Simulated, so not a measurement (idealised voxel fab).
This is a process module. Its name is voxel lift off.
The figure presents cross-section cut, which has a width of 285 nm and is divided into square cells with an edge length of 5 nm.
Bands, listed from the top down, are how a cross-section gets written in this document; the cross-section itself is a grid of square cells, and a band is one or more rows of them. Each band's line starts with the height of the band's top and of its bottom, in nm. Then come its materials from left to right, each with its width in nm. One material with "edge to edge" fills the band from edge to edge. "air" is empty space. For the purposes of this specification, 0 denotes the height below which the wafer in its as-received condition is composed wholly of one material, and the lowermost band, lacking a lower limit, extends downward without end, as expressed in "from 0 down". Width spec "30 to 40" -> top row of cells at first value, bottom row at second value, equal per-row change in between. The cross-section has no changed cell in any step marked "remains unaltered". You'll see "Voids lacking openings" listing empty spaces that have no way open to the top, as long as they're 8 cells or more; the notation is width x height at distance, where the distance is from the left edge, and all of it is in nm. Post-settings text on a step line: simulator's own remark regarding the step. overlay nm: how far to the right of its planned place the mask lay on this masked step (negative: to the left).
**Listed below are the process steps as planned**
1) RECEIVE (material Si)
2) CONFORMAL_DEP (material Al2O3; thk nm 15)
3) PATTERN (tone open; mask id LINES; material resist; width nm 25; pitch nm 40; thk nm 20; overlay nm 0)
4) DIRECTIONAL_DEP (material Ru; thk nm 5)
5) STRIP (etch materials resist)
6) CONFORMAL_DEP (material SiO2; thk nm 5)
Every wafer here starts from the same state; it is the step 6 thk nm that distinguishes them, and the value the plan gives belongs to the first wafer.
**After step 1, as received: first of several wafers, cross-section**
* from 0 down: Si edge to edge
* Voids lacking openings: none
**Below: a row per wafer. Contents at end of module: for every material, cells gained since receipt (+) or lost since receipt (-); then closed voids**
thk nm 5; +171 Al2O3; +10 Ru; +61 SiO2; Voids lacking openings: none
thk nm 10; +171 Al2O3; +10 Ru; +121 SiO2; Voids lacking openings: none
thk nm 15; +171 Al2O3; +10 Ru; +180 SiO2; Voids lacking openings: none
thk nm 20; +171 Al2O3; +10 Ru; +239 SiO2; Voids lacking openings: none
thk nm 25; +171 Al2O3; +10 Ru; +298 SiO2; Voids lacking openings: none
